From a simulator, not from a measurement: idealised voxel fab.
Name of the process module below: voxel gate over fins
Cross-section cut spans 250 nm and uses square cells 5 nm in size.
A cross-section is a grid of square cells, given in bands from the top down. A band is one or more rows of cells.
The entry gives the band's vertical extent as a top height and a bottom height in nm, then its horizontal make-up as materials from left to right, each with a width in nm. "air" stands for empty space; a single material marked "throughout" fills the band edge to edge.
Heads up on the height convention: 0 is the point under which the incoming wafer is all one material, and the lowest band has no bottom, it just keeps going down, like "0 -> down".
A two-number width, for instance "30->40", indicates that the width is equal to the first number in the top row of the band and to the second number in the bottom row, and that it changes by a constant amount per row of cells.
The cross-section has no changed cell in any step marked "everything unchanged".
Entry "Enclosed void list" = empty spaces >= 8 cells with no open way to the top; each as width x height at distance, distance from left edge, all nm.
Note: text after step settings on the step line = simulator remark on that step.
On any step carrying a mask, the "overlay nm" setting, if present on the step's line, tells how far right of its planned place the mask lay; negative values point to the left.
**Set out below are the planned steps of the process**
1 RECEIVE with material Si
2 CONFORMAL_DEP with material SiN, thk nm 10
3 DIRECTIONAL_DEP with material aC, thk nm 15
4 PATTERN with tone cover, mask id FINS, material resist, width nm 15, pitch nm 55, thk nm 35, overlay nm 0
5 DIRECTIONAL_ETCH with etch materials aC, depth nm 15
6 STRIP with etch materials resist
7 DIRECTIONAL_ETCH with etch materials SiN, depth nm 10
8 DIRECTIONAL_ETCH with etch materials Si, depth nm 30
9 STRIP with etch materials aC
10 OXIDIZE with depth nm 5
11 FILL_DEP with material SiO2, thk nm 10
12 CMP with height nm 10
13 DIRECTIONAL_DEP with material aC, thk nm 15
14 PATTERN with tone open, mask id RAIL, material resist, width nm 15, thk nm 30, overlay nm 0
15 DIRECTIONAL_ETCH with etch materials aC, depth nm 15
16 STRIP with etch materials resist
17 DIRECTIONAL_ETCH with etch materials SiO2, depth nm 35
18 STRIP with etch materials aC
19 CONFORMAL_DEP with material TiN, thk nm 5
20 FILL_DEP with material Ru, thk nm 5
21 CMP with height nm 10
22 SELECTIVE_ETCH with etch materials W Ru TiN, depth nm 30
23 FILL_DEP with material SiO2, thk nm 5
24 CMP with height nm 10
25 SELECTIVE_ETCH with etch materials SiO2, depth nm 20
26 STRIP with etch materials SiN
27 CONFORMAL_DEP with material HfO2, thk nm 5
28 CONFORMAL_DEP with material TiN, thk nm 5
29 FILL_DEP with material W, thk nm 15
30 CMP with height nm 20
31 CONFORMAL_DEP with material SiN, thk nm 10
**Received-state cross-section, reflecting completion of step 1**
0 -> down: Si throughout
Enclosed void list: none
**Looking at the first of two wafers in cross-section at end of module - ran to plan**
30 -> 20: SiN throughout
20 -> 10: W throughout
10 -> 5: 85 nm W, 25 nm TiN, 30 nm W, 25 nm TiN, 85 nm W
5 -> 0: 85 nm W, 5 nm TiN, 15 nm HfO2, 5 nm TiN, 30 nm W, 5 nm TiN, 15 nm HfO2, 5 nm TiN, 85 nm W
0 -> -5: 90 nm TiN, 5 nm HfO2, 5 nm Si, 5 nm HfO2, 40 nm TiN, 5 nm HfO2, 5 nm Si, 5 nm HfO2, 90 nm TiN
-5 -> -10: 95 nm HfO2, 5 nm Si, 50 nm HfO2, 5 nm Si, 95 nm HfO2
-10 -> -20: 95 nm SiO2, 5 nm Si, 50 nm SiO2, 5 nm Si, 95 nm SiO2
-20 -> -25: 95 nm SiO2, 5 nm Si, 15 nm SiO2, 15 nm TiN, 20 nm SiO2, 5 nm Si, 95 nm SiO2
-25 -> -35: 95 nm SiO2, 5 nm Si, 50 nm SiO2, 5 nm Si, 95 nm SiO2
-35 -> down: Si throughout
Enclosed void list: none
**Wafer two, sectioned after the module: the first wafer's start, the first wafer's plan, and one mistake in how it was run**
30 -> 20: SiN throughout
20 -> 10: W throughout
10 -> 5: 85 nm W, 25 nm TiN, 30 nm W, 25 nm TiN, 85 nm W
5 -> 0: 85 nm W, 5 nm TiN, 15 nm HfO2, 5 nm TiN, 30 nm W, 5 nm TiN, 15 nm HfO2, 5 nm TiN, 85 nm W
0 -> -5: 90 nm TiN, 5 nm HfO2, 5 nm Si, 5 nm HfO2, 40 nm TiN, 5 nm HfO2, 5 nm Si, 5 nm HfO2, 90 nm TiN
-5 -> -10: 95 nm HfO2, 5 nm Si, 50 nm HfO2, 5 nm Si, 95 nm HfO2
-10 -> -20: 95 nm SiO2, 5 nm Si, 50 nm SiO2, 5 nm Si, 95 nm SiO2
-20 -> -25: 95 nm SiO2, 5 nm Si, 15 nm SiO2, 15 nm TiN, 20 nm SiO2, 5 nm Si, 95 nm SiO2
-25 -> -65: 95 nm SiO2, 5 nm Si, 50 nm SiO2, 5 nm Si, 95 nm SiO2
-65 -> down: Si throughout
Enclosed void list: none
Where did the run depart from the plan? step 8 from the plan got run twice
Per the end-of-run cell counts, the second wafer holds more or fewer of some materials than the first: Si -288; SiO2 +288
